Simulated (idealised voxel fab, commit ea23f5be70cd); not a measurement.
Title: Process Module voxel spacer lines
Shown is cross-section cut, with a width of 255 nm and square cells of size 5 nm.
We lay out every cross-section as a grid of square cells and spell it out in bands from the top down, where one band means one or more rows of cells.
It is stipulated that each band's entry specify, in nanometres, the height of the top of the band and then that of its bottom, followed by the materials of the band in left-to-right sequence, each together with its width in nanometres. A single material marked by the word "all across" is understood to fill the band from edge to edge; the word "empty" is understood to denote empty space.
Counting heights begins at 0, where everything beneath is, in the wafer as received, one material. The lowest band has no bottom; it goes on downwards, as "from 0 down" shows.
Per-row width for "30..40": begins at first number (top row of band), ends at second number (bottom row), increment between rows held constant.
Take "no change" at face value: in the step it is given for, the cross-section changed in none of its cells.
The entry titled "Voids, sealed" provides the empty spaces that have no open way to the top, restricted to those of 8 cells or more. Each is presented as width x height at distance, the distance being measured from the left edge, with all three in nm.
That trailing text on a step's line, after the settings, is the simulator's own remark on the step.
A step's line can hold "overlay nm"; with a mask on that step, the setting says how far right of the planned place the mask lay, while a negative setting says it lay to the left.

List of planned process steps:
| 1 | RECEIVE (material Si) |
| 2 | CONFORMAL_DEP (material Al2O3; thk nm 5) |
| 3 | DIRECTIONAL_DEP (material SiN; thk nm 10) |
| 4 | DIRECTIONAL_DEP (material aC; thk nm 25) |
| 5 | PATTERN (tone cover; mask id MANDREL; material resist; width nm 20; pitch nm 60; thk nm 35; overlay nm 0) |
| 6 | DIRECTIONAL_ETCH (etch materials aC; depth nm 25) |
| 7 | STRIP (etch materials resist) |
| 8 | CONFORMAL_DEP (material SiO2; thk nm 10) |
| 9 | DIRECTIONAL_ETCH (etch materials SiO2; depth nm 10) |
| 10 | STRIP (etch materials aC) |
| 11 | DIRECTIONAL_ETCH (etch materials SiN; depth nm 10) |
| 12 | STRIP (etch materials SiO2) |
| 13 | FILL_DEP (material SiO2; thk nm 10) |
| 14 | CMP (height nm 15) |

So this is the incoming wafer in cross-section - it's already been through step 1:
	from 0 down = Si all across
	Voids, sealed: none

Below is the wafer in cross-section after the module was completed. It began from the starting point shown above and followed the plan shown above, except that one mistake was made while running it:
	from 15 to 10 = SiO2 all across
	from 10 to 0 = 45 of SiO2  10 of SiN  20 of SiO2  10 of SiN  20 of SiO2  10 of SiN  20 of SiO2  10 of SiN  20 of SiO2  10 of SiN  20 of SiO2  10 of SiN  50 of SiO2
	from 0 down = Si all across
	Voids, sealed: none
It is concluded that the wafer was processed incorrectly with respect to the plan, in that step 2 was dropped from the plan's execution and never run
